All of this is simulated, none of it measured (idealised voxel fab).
process module | voxel ribs on slabs
cross-section cut | 140 nm wide | cells 5 nm
A cross-section is a grid of square cells, given in bands from the top down. A band is one or more rows of cells.
Each band's line starts with the height of the band's top and of its bottom, in nm. Then come its materials from left to right, each with its width in nm. One material with "throughout" fills the band from edge to edge. "air" is empty space.
Height 0 is the level under which the wafer as received is all one material. The lowest band goes on downwards, as in "0 down".
A width such as "30 to 40" changes by the same amount from each row of cells to the next, from the band's top row to its bottom row.
"no change" after a step means that no cell of the cross-section changed.
closed voids: empty space of 8 cells or more with no open way to the top, each as width x height at its distance from the left edge, in nm
after a step's settings: what the simulator itself notes on the step
overlay nm, on a step with a mask: how far to the right of its planned place the mask lay; to the left if negative
plan
1 op RECEIVE | material Si
2 op DIRECTIONAL_DEP | material SiO2 | thk nm 30
3 op DIRECTIONAL_DEP | material polySi | thk nm 15
4 op DIRECTIONAL_DEP | material aC | thk nm 10
5 op PATTERN | tone cover | mask id RIB | material resist | width nm 20 | thk nm 30 | overlay nm 0
6 op DIRECTIONAL_ETCH | etch materials aC | depth nm 10
7 op STRIP | etch materials resist
8 op DIRECTIONAL_ETCH | etch materials polySi | depth nm 5
9 op STRIP | etch materials aC
10 op MASKED_ETCH | tone cover | mask id SLAB | width nm 60 | etch materials polySi | depth nm 10 | overlay nm 0
11 op FILL_DEP | material SiO2 | thk nm 25
12 op CMP | height nm 65
13 op DIRECTIONAL_DEP | material TiN | thk nm 5
14 op DIRECTIONAL_DEP | material aC | thk nm 15
15 op PATTERN | tone cover | mask id HEATER | material resist | width nm 30 | thk nm 30 | overlay nm 0
16 op DIRECTIONAL_ETCH | etch materials aC | depth nm 15
17 op STRIP | etch materials resist
18 op DIRECTIONAL_ETCH | etch materials TiN | depth nm 5
19 op STRIP | etch materials aC
20 op CONFORMAL_DEP | material SiO2 | thk nm 5
as received, after step 1
  0 down: Si throughout
  closed voids: none
a wafer at the end: this start, this plan, one mistake
  75 to 70: air 50 | SiO2 40 | air 50
  70 to 65: SiO2 55 | TiN 30 | SiO2 55
  65 to 15: SiO2 throughout
  15 to 0: polySi throughout
  0 down: Si throughout
  closed voids: none
what went wrong: steps 2 and 3 were swapped
